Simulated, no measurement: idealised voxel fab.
process module | voxel self aligned vias
cross-section cut | 220 nm wide | cells 5 nm
A cross-section is a grid of square cells, given in bands from the top down. A band is one or more rows of cells.
Each band's line starts with the height of the band's top and of its bottom, in nm. Then come its materials from left to right, each with its width in nm. One material with "throughout" fills the band from edge to edge. "air" is empty space.
Height 0 is the level under which the wafer as received is all one material. The lowest band goes on downwards, as in "0 down".
A width such as "30 to 40" changes by the same amount from each row of cells to the next, from the band's top row to its bottom row.
"no change" after a step means that no cell of the cross-section changed.
closed voids: empty space of 8 cells or more with no open way to the top, each as width x height at its distance from the left edge, in nm
after a step's settings: what the simulator itself notes on the step
overlay nm, on a step with a mask: how far to the right of its planned place the mask lay; to the left if negative
plan
1 op RECEIVE | material Si
2 op CONFORMAL_DEP | material SiO2 | thk nm 15
3 op CONFORMAL_DEP | material SiCN | thk nm 5
4 op DIRECTIONAL_DEP | material lowk | thk nm 30
5 op DIRECTIONAL_DEP | material aC | thk nm 15
6 op PATTERN | tone open | mask id LINES | material resist | width nm 20 | pitch nm 65 | thk nm 35 | overlay nm 0
7 op DIRECTIONAL_ETCH | etch materials aC | depth nm 15
8 op STRIP | etch materials resist
9 op DIRECTIONAL_ETCH | etch materials lowk | depth nm 30
10 op STRIP | etch materials aC
11 op CONFORMAL_DEP | material TiN | thk nm 5
12 op FILL_DEP | material W | thk nm 5
13 op CMP | height nm 50
14 op SELECTIVE_ETCH | etch materials W Ru TiN | depth nm 5
15 op FILL_DEP | material SiN | thk nm 5
16 op CMP | height nm 50
17 op DIRECTIONAL_DEP | material lowk | thk nm 15
18 op MASKED_ETCH | tone open | mask id VIAS | width nm 40 | pitch nm 65 | etch materials lowk | depth nm 15 | overlay nm 0
19 op MASKED_ETCH | tone open | mask id VIAS | width nm 40 | pitch nm 65 | etch materials SiN | depth nm 5 | overlay nm 0
20 op CONFORMAL_DEP | material TiN | thk nm 5
21 op FILL_DEP | material Cu | thk nm 5
22 op CMP | height nm 65
23 op CONFORMAL_DEP | material SiN | thk nm 5
first wafer, as planned
as received, after step 1
  0 down: Si throughout
  closed voids: none
after step 2
  15 to 0: SiO2 throughout
  below 0: unchanged
after step 3
  20 to 15: SiCN throughout
  below 15: unchanged
after step 4
  50 to 20: lowk throughout
  below 20: unchanged
after step 5
  65 to 50: aC throughout
  below 50: unchanged
after step 6
  100 to 65: resist 65 | air 20 | resist 45 | air 20 | resist 70
  below 65: unchanged
after step 7
  85 to 65: resist 65 | air 20 | resist 45 | air 20 | resist 70
  65 to 50: aC 65 | air 20 | aC 45 | air 20 | aC 70
  below 50: unchanged
after step 8
  65 to 50: aC 65 | air 20 | aC 45 | air 20 | aC 70
  below 50: unchanged
after step 9
  65 to 50: aC 65 | air 20 | aC 45 | air 20 | aC 70
  50 to 20: lowk 65 | air 20 | lowk 45 | air 20 | lowk 70
  below 20: unchanged
after step 10
  50 to 20: lowk 65 | air 20 | lowk 45 | air 20 | lowk 70
  below 20: unchanged
after step 11
  55 to 50: TiN 70 | air 10 | TiN 55 | air 10 | TiN 75
  50 to 25: lowk 65 | TiN 5 | air 10 | TiN 5 | lowk 45 | TiN 5 | air 10 | TiN 5 | lowk 70
  25 to 20: lowk 65 | TiN 20 | lowk 45 | TiN 20 | lowk 70
  below 20: unchanged
after step 12
  60 to 55: W throughout
  55 to 50: TiN 70 | W 10 | TiN 55 | W 10 | TiN 75
  50 to 25: lowk 65 | TiN 5 | W 10 | TiN 5 | lowk 45 | TiN 5 | W 10 | TiN 5 | lowk 70
  below 25: unchanged
after step 13
  50 to 25: lowk 65 | TiN 5 | W 10 | TiN 5 | lowk 45 | TiN 5 | W 10 | TiN 5 | lowk 70
  below 25: unchanged
after step 14
  50 to 45: lowk 65 | air 20 | lowk 45 | air 20 | lowk 70
  below 45: unchanged
after step 15
  55 to 50: SiN throughout
  50 to 45: lowk 65 | SiN 20 | lowk 45 | SiN 20 | lowk 70
  below 45: unchanged
after step 16
  50 to 45: lowk 65 | SiN 20 | lowk 45 | SiN 20 | lowk 70
  below 45: unchanged
after step 17
  65 to 50: lowk throughout
  below 50: unchanged
after step 18
  65 to 50: lowk 55 | air 40 | lowk 25 | air 40 | lowk 60
  below 50: unchanged
after step 19
  65 to 50: lowk 55 | air 40 | lowk 25 | air 40 | lowk 60
  50 to 45: lowk 65 | air 20 | lowk 45 | air 20 | lowk 70
  below 45: unchanged
after step 20
  70 to 65: TiN 60 | air 30 | TiN 35 | air 30 | TiN 65
  65 to 55: lowk 55 | TiN 5 | air 30 | TiN 5 | lowk 25 | TiN 5 | air 30 | TiN 5 | lowk 60
  55 to 50: lowk 55 | TiN 15 | air 10 | TiN 15 | lowk 25 | TiN 15 | air 10 | TiN 15 | lowk 60
  50 to 45: lowk 65 | TiN 20 | lowk 45 | TiN 20 | lowk 70
  below 45: unchanged
after step 21
  75 to 70: Cu throughout
  70 to 65: TiN 60 | Cu 30 | TiN 35 | Cu 30 | TiN 65
  65 to 55: lowk 55 | TiN 5 | Cu 30 | TiN 5 | lowk 25 | TiN 5 | Cu 30 | TiN 5 | lowk 60
  55 to 50: lowk 55 | TiN 15 | Cu 10 | TiN 15 | lowk 25 | TiN 15 | Cu 10 | TiN 15 | lowk 60
  below 50: unchanged
after step 22
  65 to 55: lowk 55 | TiN 5 | Cu 30 | TiN 5 | lowk 25 | TiN 5 | Cu 30 | TiN 5 | lowk 60
  below 55: unchanged
after step 23
  70 to 65: SiN throughout
  below 65: unchanged
second wafer: like start, like plan, one mistake. Through step 17 it matches the first wafer
when step 18 should have ended
  65 to 50: lowk 60 | air 40 | lowk 25 | air 40 | lowk 55
  below 50: unchanged
when step 19 should have ended
  65 to 50: lowk 60 | air 40 | lowk 25 | air 40 | lowk 55
  50 to 45: lowk 65 | air 20 | lowk 45 | air 20 | lowk 70
  below 45: unchanged
when step 20 should have ended
  70 to 65: TiN 65 | air 30 | TiN 35 | air 30 | TiN 60
  65 to 55: lowk 60 | TiN 5 | air 30 | TiN 5 | lowk 25 | TiN 5 | air 30 | TiN 5 | lowk 55
  55 to 50: lowk 60 | TiN 10 | air 10 | TiN 20 | lowk 25 | TiN 10 | air 10 | TiN 20 | lowk 55
  50 to 45: lowk 65 | TiN 20 | lowk 45 | TiN 20 | lowk 70
  below 45: unchanged
when step 21 should have ended
  75 to 70: Cu throughout
  70 to 65: TiN 65 | Cu 30 | TiN 35 | Cu 30 | TiN 60
  65 to 55: lowk 60 | TiN 5 | Cu 30 | TiN 5 | lowk 25 | TiN 5 | Cu 30 | TiN 5 | lowk 55
  55 to 50: lowk 60 | TiN 10 | Cu 10 | TiN 20 | lowk 25 | TiN 10 | Cu 10 | TiN 20 | lowk 55
  below 50: unchanged
when step 22 should have ended
  65 to 55: lowk 60 | TiN 5 | Cu 30 | TiN 5 | lowk 25 | TiN 5 | Cu 30 | TiN 5 | lowk 55
  below 55: unchanged
when step 23 should have ended
  70 to 65: SiN throughout
  below 65: unchanged
what went wrong: step 18 ran as: op MASKED_ETCH | tone open | mask id VIAS | width nm 40 | pitch nm 65 | etch materials lowk | depth nm 15 | overlay nm 5
at the end the second wafer has, in cells: as many of each material as the first, in other places
